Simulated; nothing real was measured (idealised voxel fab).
Process module under the name voxel wiring stack
For reference, the cross-section in this document is cut, with width 255 nm and square cells of 5 nm.
This document writes a cross-section as a grid whose cells are square, and gives it as bands, listed from the top down; one or more rows of cells form a band. It is stipulated that each band's entry specify, in nanometres, the height of the top of the band and then that of its bottom, followed by the materials of the band in left-to-right sequence, each together with its width in nanometres. A single material marked by the word "all across" is understood to fill the band from edge to edge; the word "empty" is understood to denote empty space. Heights are reckoned from 0. Under this level, the received wafer is all of one material. The bottommost band is open-ended downward, for example "0 nm and below". When a width is written as two numbers, as in "30 to 40", the first number is the width in the top row of cells of the band and the second is the width in its bottom row, and the width changes by the same amount from each row to the next. "nothing altered" after a step means that no cell of the cross-section changed. "Closed void entries" - sealed voids, min. 8 cells, no opening to top; format: width x height at distance (distance from left edge; nm throughout). Anything after a step's settings on that line? It's the simulator's own note about the step. overlay nm: where the mask lay relative to plan, measured to the right, on steps with a mask; negatives go left.
Planned process steps:
- 1: RECEIVE | material Si
- 2: CONFORMAL_DEP | material SiO2 | thk nm 10
- 3: DIRECTIONAL_DEP | material TiN | thk nm 5
- 4: DIRECTIONAL_DEP | material Ru | thk nm 25
- 5: PATTERN | tone cover | mask id METAL_1 | material resist | width nm 25 | pitch nm 55 | thk nm 15 | overlay nm 0
- 6: DIRECTIONAL_ETCH | etch materials Ru | depth nm 25
- 7: DIRECTIONAL_ETCH | etch materials TiN | depth nm 5
- 8: STRIP | etch materials resist
- 9: FILL_DEP | material SiO2 | thk nm 5
- 10: CMP | height nm 40
- 11: CONFORMAL_DEP | material SiCN | thk nm 5
- 12: DIRECTIONAL_DEP | material lowk | thk nm 20
- 13: MASKED_ETCH | tone open | mask id PLUG_1 | width nm 15 | pitch nm 55 | etch materials lowk | depth nm 20 | overlay nm 0
- 14: MASKED_ETCH | tone open | mask id PLUG_1 | width nm 15 | pitch nm 55 | etch materials SiCN | depth nm 5 | overlay nm 0
- 15: CONFORMAL_DEP | material TiN | thk nm 5
- 16: FILL_DEP | material W | thk nm 5
- 17: CMP | height nm 65
- 18: CONFORMAL_DEP | material SiN | thk nm 5
- 19: DIRECTIONAL_DEP | material lowk | thk nm 20
- 20: MASKED_ETCH | tone open | mask id METAL_2 | width nm 25 | pitch nm 55 | etch materials lowk | depth nm 20 | overlay nm 0
- 21: MASKED_ETCH | tone open | mask id METAL_2 | width nm 25 | pitch nm 55 | etch materials SiN | depth nm 5 | overlay nm 0
- 22: CONFORMAL_DEP | material TiN | thk nm 5
- 23: FILL_DEP | material Cu | thk nm 10
- 24: CMP | height nm 90
- 25: CONFORMAL_DEP | material SiCN | thk nm 5
first wafer, as planned:
Wafer as received: cross-section following step 1:
  0 nm and below | Si all across
  Closed void entries: none
Once step 2 is through, the wafer looks like this in cross-section:
  10 nm to 0 nm | SiO2 all across
  Everything under 0 stays put, no change at all.
Once step 3 is through, the wafer looks like this in cross-section:
  15 nm to 10 nm | TiN all across
  Everything under 10 stays put, no change at all.
Once step 4 is through, the wafer looks like this in cross-section:
  40 nm to 15 nm | Ru all across
  Everything under 15 stays put, no change at all.
Once step 5 is through, the wafer looks like this in cross-section:
  55 nm to 40 nm | empty: 30 / resist: 25 / empty: 30 / resist: 25 / empty: 30 / resist: 25 / empty: 30 / resist: 25 / empty: 35
  Everything under 40 stays put, no change at all.
Once step 6 is through, the wafer looks like this in cross-section:
  55 nm to 40 nm | empty: 30 / resist: 25 / empty: 30 / resist: 25 / empty: 30 / resist: 25 / empty: 30 / resist: 25 / empty: 35
  40 nm to 15 nm | empty: 30 / Ru: 25 / empty: 30 / Ru: 25 / empty: 30 / Ru: 25 / empty: 30 / Ru: 25 / empty: 35
  Everything under 15 stays put, no change at all.
Once step 7 is through, the wafer looks like this in cross-section:
  55 nm to 40 nm | empty: 30 / resist: 25 / empty: 30 / resist: 25 / empty: 30 / resist: 25 / empty: 30 / resist: 25 / empty: 35
  40 nm to 15 nm | empty: 30 / Ru: 25 / empty: 30 / Ru: 25 / empty: 30 / Ru: 25 / empty: 30 / Ru: 25 / empty: 35
  15 nm to 10 nm | empty: 30 / TiN: 25 / empty: 30 / TiN: 25 / empty: 30 / TiN: 25 / empty: 30 / TiN: 25 / empty: 35
  Everything under 10 stays put, no change at all.
Once step 8 is through, the wafer looks like this in cross-section:
  40 nm to 15 nm | empty: 30 / Ru: 25 / empty: 30 / Ru: 25 / empty: 30 / Ru: 25 / empty: 30 / Ru: 25 / empty: 35
  Everything under 15 stays put, no change at all.
Once step 9 is through, the wafer looks like this in cross-section:
  45 nm to 40 nm | SiO2 all across
  40 nm to 15 nm | SiO2: 30 / Ru: 25 / SiO2: 30 / Ru: 25 / SiO2: 30 / Ru: 25 / SiO2: 30 / Ru: 25 / SiO2: 35
  15 nm to 10 nm | SiO2: 30 / TiN: 25 / SiO2: 30 / TiN: 25 / SiO2: 30 / TiN: 25 / SiO2: 30 / TiN: 25 / SiO2: 35
  Everything under 10 stays put, no change at all.
Once step 10 is through, the wafer looks like this in cross-section:
  40 nm to 15 nm | SiO2: 30 / Ru: 25 / SiO2: 30 / Ru: 25 / SiO2: 30 / Ru: 25 / SiO2: 30 / Ru: 25 / SiO2: 35
  Everything under 15 stays put, no change at all.
Once step 11 is through, the wafer looks like this in cross-section:
  45 nm to 40 nm | SiCN all across
  Everything under 40 stays put, no change at all.
Once step 12 is through, the wafer looks like this in cross-section:
  65 nm to 45 nm | lowk all across
  Everything under 45 stays put, no change at all.
Once step 13 is through, the wafer looks like this in cross-section:
  65 nm to 45 nm | lowk: 30 / empty: 15 / lowk: 40 / empty: 15 / lowk: 40 / empty: 15 / lowk: 40 / empty: 15 / lowk: 45
  Everything under 45 stays put, no change at all.
Once step 14 is through, the wafer looks like this in cross-section:
  65 nm to 45 nm | lowk: 30 / empty: 15 / lowk: 40 / empty: 15 / lowk: 40 / empty: 15 / lowk: 40 / empty: 15 / lowk: 45
  45 nm to 40 nm | SiCN: 30 / empty: 15 / SiCN: 40 / empty: 15 / SiCN: 40 / empty: 15 / SiCN: 40 / empty: 15 / SiCN: 45
  Everything under 40 stays put, no change at all.
Once step 15 is through, the wafer looks like this in cross-section:
  70 nm to 65 nm | TiN: 35 / empty: 5 / TiN: 50 / empty: 5 / TiN: 50 / empty: 5 / TiN: 50 / empty: 5 / TiN: 50
  65 nm to 45 nm | lowk: 30 / TiN: 5 / empty: 5 / TiN: 5 / lowk: 40 / TiN: 5 / empty: 5 / TiN: 5 / lowk: 40 / TiN: 5 / empty: 5 / TiN: 5 / lowk: 40 / TiN: 5 / empty: 5 / TiN: 5 / lowk: 45
  45 nm to 40 nm | SiCN: 30 / TiN: 15 / SiCN: 40 / TiN: 15 / SiCN: 40 / TiN: 15 / SiCN: 40 / TiN: 15 / SiCN: 45
  Everything under 40 stays put, no change at all.
Once step 16 is through, the wafer looks like this in cross-section:
  75 nm to 70 nm | W all across
  70 nm to 65 nm | TiN: 35 / W: 5 / TiN: 50 / W: 5 / TiN: 50 / W: 5 / TiN: 50 / W: 5 / TiN: 50
  65 nm to 45 nm | lowk: 30 / TiN: 5 / W: 5 / TiN: 5 / lowk: 40 / TiN: 5 / W: 5 / TiN: 5 / lowk: 40 / TiN: 5 / W: 5 / TiN: 5 / lowk: 40 / TiN: 5 / W: 5 / TiN: 5 / lowk: 45
  Everything under 45 stays put, no change at all.
Once step 17 is through, the wafer looks like this in cross-section:
  65 nm to 45 nm | lowk: 30 / TiN: 5 / W: 5 / TiN: 5 / lowk: 40 / TiN: 5 / W: 5 / TiN: 5 / lowk: 40 / TiN: 5 / W: 5 / TiN: 5 / lowk: 40 / TiN: 5 / W: 5 / TiN: 5 / lowk: 45
  Everything under 45 stays put, no change at all.
Once step 18 is through, the wafer looks like this in cross-section:
  70 nm to 65 nm | SiN all across
  Everything under 65 stays put, no change at all.
Once step 19 is through, the wafer looks like this in cross-section:
  90 nm to 70 nm | lowk all across
  Everything under 70 stays put, no change at all.
Once step 20 is through, the wafer looks like this in cross-section:
  90 nm to 70 nm | lowk: 30 / empty: 25 / lowk: 30 / empty: 25 / lowk: 30 / empty: 25 / lowk: 30 / empty: 25 / lowk: 35
  Everything under 70 stays put, no change at all.
Once step 21 is through, the wafer looks like this in cross-section:
  90 nm to 70 nm | lowk: 30 / empty: 25 / lowk: 30 / empty: 25 / lowk: 30 / empty: 25 / lowk: 30 / empty: 25 / lowk: 35
  70 nm to 65 nm | SiN: 30 / empty: 25 / SiN: 30 / empty: 25 / SiN: 30 / empty: 25 / SiN: 30 / empty: 25 / SiN: 35
  Everything under 65 stays put, no change at all.
Once step 22 is through, the wafer looks like this in cross-section:
  95 nm to 90 nm | TiN: 35 / empty: 15 / TiN: 40 / empty: 15 / TiN: 40 / empty: 15 / TiN: 40 / empty: 15 / TiN: 40
  90 nm to 70 nm | lowk: 30 / TiN: 5 / empty: 15 / TiN: 5 / lowk: 30 / TiN: 5 / empty: 15 / TiN: 5 / lowk: 30 / TiN: 5 / empty: 15 / TiN: 5 / lowk: 30 / TiN: 5 / empty: 15 / TiN: 5 / lowk: 35
  70 nm to 65 nm | SiN: 30 / TiN: 25 / SiN: 30 / TiN: 25 / SiN: 30 / TiN: 25 / SiN: 30 / TiN: 25 / SiN: 35
  Everything under 65 stays put, no change at all.
Once step 23 is through, the wafer looks like this in cross-section:
  105 nm to 95 nm | Cu all across
  95 nm to 90 nm | TiN: 35 / Cu: 15 / TiN: 40 / Cu: 15 / TiN: 40 / Cu: 15 / TiN: 40 / Cu: 15 / TiN: 40
  90 nm to 70 nm | lowk: 30 / TiN: 5 / Cu: 15 / TiN: 5 / lowk: 30 / TiN: 5 / Cu: 15 / TiN: 5 / lowk: 30 / TiN: 5 / Cu: 15 / TiN: 5 / lowk: 30 / TiN: 5 / Cu: 15 / TiN: 5 / lowk: 35
  Everything under 70 stays put, no change at all.
Once step 24 is through, the wafer looks like this in cross-section:
  90 nm to 70 nm | lowk: 30 / TiN: 5 / Cu: 15 / TiN: 5 / lowk: 30 / TiN: 5 / Cu: 15 / TiN: 5 / lowk: 30 / TiN: 5 / Cu: 15 / TiN: 5 / lowk: 30 / TiN: 5 / Cu: 15 / TiN: 5 / lowk: 35
  Everything under 70 stays put, no change at all.
Once step 25 is through, the wafer looks like this in cross-section:
  95 nm to 90 nm | SiCN all across
  Everything under 90 stays put, no change at all.
second wafer: like start, like plan, one mistake. Through step 18 it matches the first wafer:
Second wafer shown in cross-section at the time step 19 was slated to end:
  80 nm to 70 nm | lowk all across
  Everything under 70 stays put, no change at all.
Second wafer shown in cross-section at the time step 20 was slated to end:
  80 nm to 70 nm | lowk: 30 / empty: 25 / lowk: 30 / empty: 25 / lowk: 30 / empty: 25 / lowk: 30 / empty: 25 / lowk: 35
  Everything under 70 stays put, no change at all.
Second wafer shown in cross-section at the time step 21 was slated to end:
  80 nm to 70 nm | lowk: 30 / empty: 25 / lowk: 30 / empty: 25 / lowk: 30 / empty: 25 / lowk: 30 / empty: 25 / lowk: 35
  70 nm to 65 nm | SiN: 30 / empty: 25 / SiN: 30 / empty: 25 / SiN: 30 / empty: 25 / SiN: 30 / empty: 25 / SiN: 35
  Everything under 65 stays put, no change at all.
Second wafer shown in cross-section at the time step 22 was slated to end:
  85 nm to 80 nm | TiN: 35 / empty: 15 / TiN: 40 / empty: 15 / TiN: 40 / empty: 15 / TiN: 40 / empty: 15 / TiN: 40
  80 nm to 70 nm | lowk: 30 / TiN: 5 / empty: 15 / TiN: 5 / lowk: 30 / TiN: 5 / empty: 15 / TiN: 5 / lowk: 30 / TiN: 5 / empty: 15 / TiN: 5 / lowk: 30 / TiN: 5 / empty: 15 / TiN: 5 / lowk: 35
  70 nm to 65 nm | SiN: 30 / TiN: 25 / SiN: 30 / TiN: 25 / SiN: 30 / TiN: 25 / SiN: 30 / TiN: 25 / SiN: 35
  Everything under 65 stays put, no change at all.
Second wafer shown in cross-section at the time step 23 was slated to end:
  95 nm to 85 nm | Cu all across
  85 nm to 80 nm | TiN: 35 / Cu: 15 / TiN: 40 / Cu: 15 / TiN: 40 / Cu: 15 / TiN: 40 / Cu: 15 / TiN: 40
  80 nm to 70 nm | lowk: 30 / TiN: 5 / Cu: 15 / TiN: 5 / lowk: 30 / TiN: 5 / Cu: 15 / TiN: 5 / lowk: 30 / TiN: 5 / Cu: 15 / TiN: 5 / lowk: 30 / TiN: 5 / Cu: 15 / TiN: 5 / lowk: 35
  Everything under 70 stays put, no change at all.
Second wafer shown in cross-section at the time step 24 was slated to end:
  90 nm to 85 nm | Cu all across
  Everything under 85 stays put, no change at all.
Second wafer shown in cross-section at the time step 25 was slated to end:
  95 nm to 90 nm | SiCN all across
  Everything under 90 stays put, no change at all.
The mistake made against the process plan was this: step 19 deviated from plan and actually ran as DIRECTIONAL_DEP | material lowk | thk nm 10
Counted in cells at the end, the second wafer holds more or fewer of these materials than the first: Cu +39 | TiN +23 | lowk -62
